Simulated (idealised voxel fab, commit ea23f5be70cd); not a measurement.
process module | voxel released beams
cross-section cut | 195 nm wide | cells 5 nm
A cross-section is a grid of square cells, given in bands from the top down. A band is one or more rows of cells.
Each band's line starts with the height of the band's top and of its bottom, in nm. Then come its materials from left to right, each with its width in nm. One material with "throughout" fills the band from edge to edge. "air" is empty space.
Height 0 is the level under which the wafer as received is all one material. The lowest band goes on downwards, as in "0 down".
A width such as "30 to 40" changes by the same amount from each row of cells to the next, from the band's top row to its bottom row.
"no change" after a step means that no cell of the cross-section changed.
closed voids: empty space of 8 cells or more with no open way to the top, each as width x height at its distance from the left edge, in nm
after a step's settings: what the simulator itself notes on the step
overlay nm, on a step with a mask: how far to the right of its planned place the mask lay; to the left if negative
plan
1 op RECEIVE | material Si
2 op CONFORMAL_DEP | material Al2O3 | thk nm 10
3 op DIRECTIONAL_DEP | material SiO2 | thk nm 15
4 op DIRECTIONAL_DEP | material aC | thk nm 10
5 op PATTERN | tone open | mask id ANCHOR | material resist | width nm 40 | thk nm 30 | overlay nm 0
6 op DIRECTIONAL_ETCH | etch materials aC | depth nm 10
7 op STRIP | etch materials resist
8 op DIRECTIONAL_ETCH | etch materials SiO2 | depth nm 15
9 op STRIP | etch materials aC
10 op CONFORMAL_DEP | material SiN | thk nm 15
11 op MASKED_ETCH | tone cover | mask id BEAM | width nm 85 | etch materials SiN | depth nm 5 | overlay nm 0
12 op STRIP | etch materials SiO2
varied across the wafers: depth nm of step 11. The plan shows the first wafer's value. All wafers start alike
first wafer as received, after step 1
  0 down: Si throughout
  closed voids: none
each wafer at the end: cells of each material gained (+) or lost (-) since it was received, then its closed voids
depth nm 5 | +78 Al2O3 | +113 SiN | +93 SiO2 | closed voids: none
depth nm 10 | +78 Al2O3 | +91 SiN | +93 SiO2 | closed voids: none
depth nm 15 | +78 Al2O3 | +69 SiN | closed voids: none
depth nm 20 | +78 Al2O3 | +69 SiN | closed voids: none
depth nm 25 | +78 Al2O3 | +69 SiN | closed voids: none
depth nm 30 | +78 Al2O3 | +69 SiN | closed voids: none
